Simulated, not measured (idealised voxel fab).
Process module under the name voxel double patterning
Section cut is 175 nm wide and gridded with 5 nm square cells.
A cross-section is written here as square cells arranged in a grid, and it is given in bands from the top down, each band taking up one or more rows of cells. First you get the band's top height and its bottom height, in nm, and then the materials it's made of, left to right, with each width in nm. If you see a single material with "everywhere", that one covers the band edge to edge. "empty" is empty space. Height is counted from the level 0, under which the received wafer is composed throughout of one material. The lowest of the bands is not closed at the bottom but continues downward, in the notation "0 and below". So if you see something like "30 to 40" for the width, read it as the top row of the band sitting at the first number and the bottom row at the second, with every row in between moving by the same amount as the last. "remains unaltered" after a step means that no cell of the cross-section changed. For the entry "Closed voids list", the listed items are empty spaces with no open way to the top whose size is 8 cells or more; each item follows the pattern width x height at distance, where distance is from the left edge and all three are in nm. On a step's line, text after the settings is the simulator commenting on that step. What "overlay nm" on a step's line means: if the step has a mask, that mask lay this far to the right of its planned place, or, when the value is negative, to the left.
## Set out below are the planned steps of the process
| 1 | RECEIVE: material Si |
| 2 | CONFORMAL_DEP: material SiN, thk nm 5 |
| 3 | DIRECTIONAL_DEP: material SiO2, thk nm 20 |
| 4 | DIRECTIONAL_DEP: material SiCN, thk nm 5 |
| 5 | DIRECTIONAL_DEP: material aC, thk nm 15 |
| 6 | PATTERN: tone open, mask id FIRST, material resist, width nm 15, pitch nm 50, thk nm 30, overlay nm 0 |
| 7 | DIRECTIONAL_ETCH: etch materials aC, depth nm 15 |
| 8 | STRIP: etch materials resist |
| 9 | DIRECTIONAL_ETCH: etch materials SiCN, depth nm 5 |
| 10 | STRIP: etch materials aC |
| 11 | DIRECTIONAL_DEP: material aC, thk nm 10 |
| 12 | PATTERN: tone open, mask id SECOND, material resist, width nm 15, thk nm 30, overlay nm 0 |
| 13 | DIRECTIONAL_ETCH: etch materials aC, depth nm 10 |
| 14 | STRIP: etch materials resist |
| 15 | DIRECTIONAL_ETCH: etch materials SiCN, depth nm 5 |
| 16 | STRIP: etch materials aC |
| 17 | DIRECTIONAL_ETCH: etch materials SiO2, depth nm 20 |
| 18 | STRIP: etch materials SiCN |
## Cross-section of the wafer as it came to us, i.e., already through step 1
    0 and below: Si everywhere
    Closed voids list: none
## First of two wafers at the end of the module, shown in cross-section; run carried out as planned
    25 down to 5: 55 of SiO2  15 of empty  10 of SiO2  15 of empty  10 of SiO2  15 of empty  55 of SiO2
    5 down to 0: SiN everywhere
    0 and below: Si everywhere
    Closed voids list: none
## Wafer two cross-section, module end. Start and plan unchanged from wafer one; one mistake made during the run
    25 down to 5: 55 of empty  15 of SiO2  35 of empty  15 of SiO2  55 of empty
    5 down to 0: SiN everywhere
    0 and below: Si everywhere
    Closed voids list: none
Finding, execution versus plan: step 6 was processed under conditions differing from the plan, specifically as PATTERN: tone cover, mask id FIRST, material resist, width nm 15, pitch nm 50, thk nm 30, overlay nm 0
It is noted that, at the conclusion of processing, the second wafer exhibits a higher or lower cell count for certain materials relative to the first: SiO2 -80
